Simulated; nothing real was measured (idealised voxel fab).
process module | voxel trench capacitor
cross-section cut | 260 nm wide | cells 5 nm
A cross-section is a grid of square cells, given in bands from the top down. A band is one or more rows of cells.
Each band's line starts with the height of the band's top and of its bottom, in nm. Then come its materials from left to right, each with its width in nm. One material with "throughout" fills the band from edge to edge. "air" is empty space.
Height 0 is the level under which the wafer as received is all one material. The lowest band goes on downwards, as in "0 down".
A width such as "30 to 40" changes by the same amount from each row of cells to the next, from the band's top row to its bottom row.
"no change" after a step means that no cell of the cross-section changed.
closed voids: empty space of 8 cells or more with no open way to the top, each as width x height at its distance from the left edge, in nm
after a step's settings: what the simulator itself notes on the step
overlay nm, on a step with a mask: how far to the right of its planned place the mask lay; to the left if negative
plan
1 op RECEIVE | material Si
2 op CONFORMAL_DEP | material SiN | thk nm 10
3 op DIRECTIONAL_DEP | material aC | thk nm 15
4 op PATTERN | tone open | mask id TRENCH | material resist | width nm 30 | pitch nm 60 | thk nm 35 | overlay nm 0
5 op DIRECTIONAL_ETCH | etch materials aC | depth nm 15
6 op STRIP | etch materials resist
7 op DIRECTIONAL_ETCH | etch materials SiN | depth nm 10
8 op DIRECTIONAL_ETCH | etch materials Si | depth nm 40
9 op STRIP | etch materials aC
10 op CONFORMAL_DEP | material HfO2 | thk nm 5
11 op CONFORMAL_DEP | material TiN | thk nm 5
12 op FILL_DEP | material W | thk nm 10
13 op CMP | height nm 10
as received, after step 1
  0 down: Si throughout
  closed voids: none
first wafer at the end, as planned
  10 to 0: SiN 25 | HfO2 5 | TiN 5 | W 10 | TiN 5 | HfO2 5 | SiN 30 | HfO2 5 | TiN 5 | W 10 | TiN 5 | HfO2 5 | SiN 30 | HfO2 5 | TiN 5 | W 10 | TiN 5 | HfO2 5 | SiN 30 | HfO2 5 | TiN 5 | W 10 | TiN 5 | HfO2 5 | SiN 25
  0 to -30: Si 25 | HfO2 5 | TiN 5 | W 10 | TiN 5 | HfO2 5 | Si 30 | HfO2 5 | TiN 5 | W 10 | TiN 5 | HfO2 5 | Si 30 | HfO2 5 | TiN 5 | W 10 | TiN 5 | HfO2 5 | Si 30 | HfO2 5 | TiN 5 | W 10 | TiN 5 | HfO2 5 | Si 25
  -30 to -35: Si 25 | HfO2 5 | TiN 20 | HfO2 5 | Si 30 | HfO2 5 | TiN 20 | HfO2 5 | Si 30 | HfO2 5 | TiN 20 | HfO2 5 | Si 30 | HfO2 5 | TiN 20 | HfO2 5 | Si 25
  -35 to -40: Si 25 | HfO2 30 | Si 30 | HfO2 30 | Si 30 | HfO2 30 | Si 30 | HfO2 30 | Si 25
  -40 down: Si throughout
  closed voids: none
second wafer at the end: like start, like plan, one mistake
  30 to 20: W throughout
  20 to 15: TiN 35 | W 10 | TiN 50 | W 10 | TiN 50 | W 10 | TiN 50 | W 10 | TiN 35
  15 to 10: HfO2 30 | TiN 5 | W 10 | TiN 5 | HfO2 40 | TiN 5 | W 10 | TiN 5 | HfO2 40 | TiN 5 | W 10 | TiN 5 | HfO2 40 | TiN 5 | W 10 | TiN 5 | HfO2 30
  10 to 0: SiN 25 | HfO2 5 | TiN 5 | W 10 | TiN 5 | HfO2 5 | SiN 30 | HfO2 5 | TiN 5 | W 10 | TiN 5 | HfO2 5 | SiN 30 | HfO2 5 | TiN 5 | W 10 | TiN 5 | HfO2 5 | SiN 30 | HfO2 5 | TiN 5 | W 10 | TiN 5 | HfO2 5 | SiN 25
  0 to -30: Si 25 | HfO2 5 | TiN 5 | W 10 | TiN 5 | HfO2 5 | Si 30 | HfO2 5 | TiN 5 | W 10 | TiN 5 | HfO2 5 | Si 30 | HfO2 5 | TiN 5 | W 10 | TiN 5 | HfO2 5 | Si 30 | HfO2 5 | TiN 5 | W 10 | TiN 5 | HfO2 5 | Si 25
  -30 to -35: Si 25 | HfO2 5 | TiN 20 | HfO2 5 | Si 30 | HfO2 5 | TiN 20 | HfO2 5 | Si 30 | HfO2 5 | TiN 20 | HfO2 5 | Si 30 | HfO2 5 | TiN 20 | HfO2 5 | Si 25
  -35 to -40: Si 25 | HfO2 30 | Si 30 | HfO2 30 | Si 30 | HfO2 30 | Si 30 | HfO2 30 | Si 25
  -40 down: Si throughout
  closed voids: none
what went wrong: step 13 was left out
at the end the second wafer has, in cells: 36 more of HfO2 | 52 more of TiN | 120 more of W
